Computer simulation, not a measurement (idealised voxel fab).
Name of the process module below: voxel spacer lines
Cross-sectional view cut (width: 240 nm; square cell size: 5 nm).
Square cells in a grid make up a cross-section in this document, and the grid is given as bands, listed from the top down, each one or more rows of cells. Per band: top height and bottom height in nm, followed by the left-to-right materials and their widths in nm; "all across" marks a single material spanning edge to edge, "air" marks empty space. Height datum 0, below which the as-received substrate wafer is one material. Lowest band open at the bottom, running downward: "0 -> down". Read "30->40" as a graded width: first number on top, second number at the bottom, same change between each pair of neighbouring rows. "left unchanged" (step): cross-section cells unchanged, all of them. "Enclosed void catalog" specifies each empty space that is not open to the top and that occupies no fewer than 8 cells, using the form width x height at distance, the distance measured from the left edge and all three quantities in nm. Text after the settings on a step's line: the simulator's own remark on that step. The optional step-line setting "overlay nm" applies to steps with a mask and quantifies how far to the right of its planned location the mask lay, a negative value indicating leftward placement.
Listed below are the process steps as planned
step 1: RECEIVE, material Si
step 2: CONFORMAL_DEP, material Al2O3, thk nm 10
step 3: DIRECTIONAL_DEP, material polySi, thk nm 20
step 4: DIRECTIONAL_DEP, material aC, thk nm 30
step 5: PATTERN, tone cover, mask id MANDREL, material resist, width nm 20, pitch nm 60, thk nm 40, overlay nm 0
step 6: DIRECTIONAL_ETCH, etch materials aC, depth nm 30
step 7: STRIP, etch materials resist
step 8: CONFORMAL_DEP, material SiO2, thk nm 10
step 9: DIRECTIONAL_ETCH, etch materials SiO2, depth nm 10
step 10: STRIP, etch materials aC
step 11: DIRECTIONAL_ETCH, etch materials polySi, depth nm 20
step 12: STRIP, etch materials SiO2
Cross-sectional view of the wafer in its as-received condition, corresponding to the state after step 1
	0 -> down: Si all across
	Enclosed void catalog: none
Cross-sectional image of the first of two wafers at the end of the module, the run having proceeded as planned
	30 -> 10: air: 40 | polySi: 10 | air: 20 | polySi: 10 | air: 20 | polySi: 10 | air: 20 | polySi: 10 | air: 20 | polySi: 10 | air: 20 | polySi: 10 | air: 40
	10 -> 0: Al2O3 all across
	0 -> down: Si all across
	Enclosed void catalog: none
Second of two wafers, module complete, sectioned: it shares the first wafer's start and plan but was run with one mistake
	30 -> 10: air: 35 | polySi: 10 | air: 30 | polySi: 10 | air: 10 | polySi: 10 | air: 30 | polySi: 10 | air: 10 | polySi: 10 | air: 30 | polySi: 10 | air: 35
	10 -> 0: Al2O3 all across
	0 -> down: Si all across
	Enclosed void catalog: none
Deviation noted in wafer processing: step 5 ran with different settings than intended, the actual operation and settings being PATTERN, tone cover, mask id MANDREL, material resist, width nm 30, pitch nm 60, thk nm 40, overlay nm 0
Both wafers, final: cells per material equal; arrangement not.
